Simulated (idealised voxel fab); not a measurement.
process module | voxel tone inversion
cross-section cut | 165 nm wide | cells 5 nm
A cross-section is a grid of square cells, given in bands from the top down. A band is one or more rows of cells.
Each band's line starts with the height of the band's top and of its bottom, in nm. Then come its materials from left to right, each with its width in nm. One material with "throughout" fills the band from edge to edge. "air" is empty space.
Height 0 is the level under which the wafer as received is all one material. The lowest band goes on downwards, as in "0 down".
A width such as "30 to 40" changes by the same amount from each row of cells to the next, from the band's top row to its bottom row.
"no change" after a step means that no cell of the cross-section changed.
closed voids: empty space of 8 cells or more with no open way to the top, each as width x height at its distance from the left edge, in nm
after a step's settings: what the simulator itself notes on the step
overlay nm, on a step with a mask: how far to the right of its planned place the mask lay; to the left if negative
Each pair below shows a cross-section before one step and the cross-section after it, down to the lowest band that changed. The line under each pair gives the step between them, with its settings. The pairs can come from different runs of this module on the same starting wafer, so a pair continues from the pair above only where its "before" says so.
before
  0 down: Si throughout
  closed voids: none
after
  10 to 0: SiCN throughout
  below 0: unchanged
  closed voids: none
the step between: op CONFORMAL_DEP | material SiCN | thk nm 10
before: the cross-section after the pair above
after
  25 to 10: polySi throughout
  below 10: unchanged
  closed voids: none
the step between: op DIRECTIONAL_DEP | material polySi | thk nm 15
before: the cross-section after the pair above
after
  45 to 25: air 30 | resist 15 | air 15 | resist 15 | air 15 | resist 15 | air 15 | resist 15 | air 30
  below 25: unchanged
  closed voids: none
the step between: op PATTERN | tone cover | mask id POSTS | material resist | width nm 15 | pitch nm 30 | thk nm 20 | overlay nm 0
before: the cross-section after the pair above
after
  45 to 25: air 30 | resist 15 | air 15 | resist 15 | air 15 | resist 15 | air 15 | resist 15 | air 30
  25 to 10: air 30 | polySi 15 | air 15 | polySi 15 | air 15 | polySi 15 | air 15 | polySi 15 | air 30
  below 10: unchanged
  closed voids: none
the step between: op DIRECTIONAL_ETCH | etch materials polySi | depth nm 15
before: the cross-section after the pair above
after
  25 to 10: air 30 | polySi 15 | air 15 | polySi 15 | air 15 | polySi 15 | air 15 | polySi 15 | air 30
  below 10: unchanged
  closed voids: none
the step between: op STRIP | etch materials resist
before: the cross-section after the pair above
after
  30 to 25: SiO2 throughout
  25 to 10: SiO2 30 | polySi 15 | SiO2 15 | polySi 15 | SiO2 15 | polySi 15 | SiO2 15 | polySi 15 | SiO2 30
  below 10: unchanged
  closed voids: none
the step between: op FILL_DEP | material SiO2 | thk nm 5
before: the cross-section after the pair above
after
  25 to 10: SiO2 30 | polySi 15 | SiO2 15 | polySi 15 | SiO2 15 | polySi 15 | SiO2 15 | polySi 15 | SiO2 30
  below 10: unchanged
  closed voids: none
the step between: op CMP | height nm 25
before: the cross-section after the pair above
after
  25 to 10: SiO2 30 | air 15 | SiO2 15 | air 15 | SiO2 15 | air 15 | SiO2 15 | air 15 | SiO2 30
  below 10: unchanged
  closed voids: none
the step between: op STRIP | etch materials polySi
before
  0 down: Si throughout
  closed voids: none
after
  15 to 0: polySi throughout
  below 0: unchanged
  closed voids: none
the step between: op DIRECTIONAL_DEP | material polySi | thk nm 15
before: the cross-section after the pair above
after
  25 to 15: SiCN throughout
  below 15: unchanged
  closed voids: none
the step between: op CONFORMAL_DEP | material SiCN | thk nm 10
before: the cross-section after the pair above
after
  45 to 25: air 30 | resist 15 | air 15 | resist 15 | air 15 | resist 15 | air 15 | resist 15 | air 30
  below 25: unchanged
  closed voids: none
the step between: op PATTERN | tone cover | mask id POSTS | material resist | width nm 15 | pitch nm 30 | thk nm 20 | overlay nm 0
before: the cross-section after the pair above
after
  25 to 15: SiCN throughout
  below 15: unchanged
  closed voids: none
the step between: op STRIP | etch materials resist
before: the cross-section after the pair above
after
  30 to 25: SiO2 throughout
  below 25: unchanged
  closed voids: none
the step between: op FILL_DEP | material SiO2 | thk nm 5
before: the cross-section after the pair above
after
  25 to 15: SiCN throughout
  below 15: unchanged
  closed voids: none
the step between: op CMP | height nm 25
before
  10 to 0: SiCN throughout
  0 down: Si throughout
  closed voids: none
after
  20 to 10: polySi throughout
  below 10: unchanged
  closed voids: none
the step between: op DIRECTIONAL_DEP | material polySi | thk nm 10
before: the cross-section after the pair above
after
  40 to 20: air 30 | resist 15 | air 15 | resist 15 | air 15 | resist 15 | air 15 | resist 15 | air 30
  below 20: unchanged
  closed voids: none
the step between: op PATTERN | tone cover | mask id POSTS | material resist | width nm 15 | pitch nm 30 | thk nm 20 | overlay nm 0
before: the cross-section after the pair above
after
  40 to 20: air 30 | resist 15 | air 15 | resist 15 | air 15 | resist 15 | air 15 | resist 15 | air 30
  20 to 10: air 30 | polySi 15 | air 15 | polySi 15 | air 15 | polySi 15 | air 15 | polySi 15 | air 30
  below 10: unchanged
  closed voids: none
the step between: op DIRECTIONAL_ETCH | etch materials polySi | depth nm 15
before: the cross-section after the pair above
after
  20 to 10: air 30 | polySi 15 | air 15 | polySi 15 | air 15 | polySi 15 | air 15 | polySi 15 | air 30
  below 10: unchanged
  closed voids: none
the step between: op STRIP | etch materials resist
before: the cross-section after the pair above
after
  25 to 20: SiO2 throughout
  20 to 10: SiO2 30 | polySi 15 | SiO2 15 | polySi 15 | SiO2 15 | polySi 15 | SiO2 15 | polySi 15 | SiO2 30
  below 10: unchanged
  closed voids: none
the step between: op FILL_DEP | material SiO2 | thk nm 5
before
  25 to 10: polySi throughout
  10 to 0: SiCN throughout
  0 down: Si throughout
  closed voids: none
after
  45 to 25: air 25 | resist 15 | air 15 | resist 15 | air 15 | resist 15 | air 15 | resist 15 | air 35
  below 25: unchanged
  closed voids: none
the step between: op PATTERN | tone cover | mask id POSTS | material resist | width nm 15 | pitch nm 30 | thk nm 20 | overlay nm -5
before: the cross-section after the pair above
after
  45 to 25: air 25 | resist 15 | air 15 | resist 15 | air 15 | resist 15 | air 15 | resist 15 | air 35
  25 to 10: air 25 | polySi 15 | air 15 | polySi 15 | air 15 | polySi 15 | air 15 | polySi 15 | air 35
  below 10: unchanged
  closed voids: none
the step between: op DIRECTIONAL_ETCH | etch materials polySi | depth nm 15
before: the cross-section after the pair above
after
  25 to 10: air 25 | polySi 15 | air 15 | polySi 15 | air 15 | polySi 15 | air 15 | polySi 15 | air 35
  below 10: unchanged
  closed voids: none
the step between: op STRIP | etch materials resist
before: the cross-section after the pair above
after
  30 to 25: SiO2 throughout
  25 to 10: SiO2 25 | polySi 15 | SiO2 15 | polySi 15 | SiO2 15 | polySi 15 | SiO2 15 | polySi 15 | SiO2 35
  below 10: unchanged
  closed voids: none
the step between: op FILL_DEP | material SiO2 | thk nm 5
before: the cross-section after the pair above
after
  25 to 10: SiO2 25 | polySi 15 | SiO2 15 | polySi 15 | SiO2 15 | polySi 15 | SiO2 15 | polySi 15 | SiO2 35
  below 10: unchanged
  closed voids: none
the step between: op CMP | height nm 25
before: the cross-section after the pair above
after
  25 to 10: SiO2 25 | air 15 | SiO2 15 | air 15 | SiO2 15 | air 15 | SiO2 15 | air 15 | SiO2 35
  below 10: unchanged
  closed voids: none
the step between: op STRIP | etch materials polySi
before
  10 to 0: SiCN throughout
  0 down: Si throughout
  closed voids: none
after
  25 to 0: SiCN throughout
  below 0: unchanged
  closed voids: none
the step between: op DIRECTIONAL_DEP | material SiCN | thk nm 15
before: the cross-section after the pair above
after
  45 to 25: air 30 | resist 15 | air 15 | resist 15 | air 15 | resist 15 | air 15 | resist 15 | air 30
  below 25: unchanged
  closed voids: none
the step between: op PATTERN | tone cover | mask id POSTS | material resist | width nm 15 | pitch nm 30 | thk nm 20 | overlay nm 0
before: the cross-section after the pair above
after
  25 to 0: SiCN throughout
  below 0: unchanged
  closed voids: none
the step between: op STRIP | etch materials resist
before: the cross-section after the pair above
after
  30 to 25: SiO2 throughout
  below 25: unchanged
  closed voids: none
the step between: op FILL_DEP | material SiO2 | thk nm 5
before: the cross-section after the pair above
after
  25 to 0: SiCN throughout
  below 0: unchanged
  closed voids: none
the step between: op CMP | height nm 25
before
  25 to 10: polySi throughout
  10 to 0: SiCN throughout
  0 down: Si throughout
  closed voids: none
after
  45 to 25: resist 30 | air 15 | resist 15 | air 15 | resist 15 | air 15 | resist 15 | air 15 | resist 30
  below 25: unchanged
  closed voids: none
the step between: op PATTERN | tone open | mask id POSTS | material resist | width nm 15 | pitch nm 30 | thk nm 20 | overlay nm 0
before: the cross-section after the pair above
after
  45 to 25: resist 30 | air 15 | resist 15 | air 15 | resist 15 | air 15 | resist 15 | air 15 | resist 30
  25 to 10: polySi 30 | air 15 | polySi 15 | air 15 | polySi 15 | air 15 | polySi 15 | air 15 | polySi 30
  below 10: unchanged
  closed voids: none
the step between: op DIRECTIONAL_ETCH | etch materials polySi | depth nm 15
before: the cross-section after the pair above
after
  25 to 10: polySi 30 | air 15 | polySi 15 | air 15 | polySi 15 | air 15 | polySi 15 | air 15 | polySi 30
  below 10: unchanged
  closed voids: none
the step between: op STRIP | etch materials resist
before: the cross-section after the pair above
after
  30 to 25: SiO2 throughout
  25 to 10: polySi 30 | SiO2 15 | polySi 15 | SiO2 15 | polySi 15 | SiO2 15 | polySi 15 | SiO2 15 | polySi 30
  below 10: unchanged
  closed voids: none
the step between: op FILL_DEP | material SiO2 | thk nm 5
before: the cross-section after the pair above
after
  25 to 10: polySi 30 | SiO2 15 | polySi 15 | SiO2 15 | polySi 15 | SiO2 15 | polySi 15 | SiO2 15 | polySi 30
  below 10: unchanged
  closed voids: none
the step between: op CMP | height nm 25
before: the cross-section after the pair above
after
  25 to 10: air 30 | SiO2 15 | air 15 | SiO2 15 | air 15 | SiO2 15 | air 15 | SiO2 15 | air 30
  below 10: unchanged
  closed voids: none
the step between: op STRIP | etch materials polySi
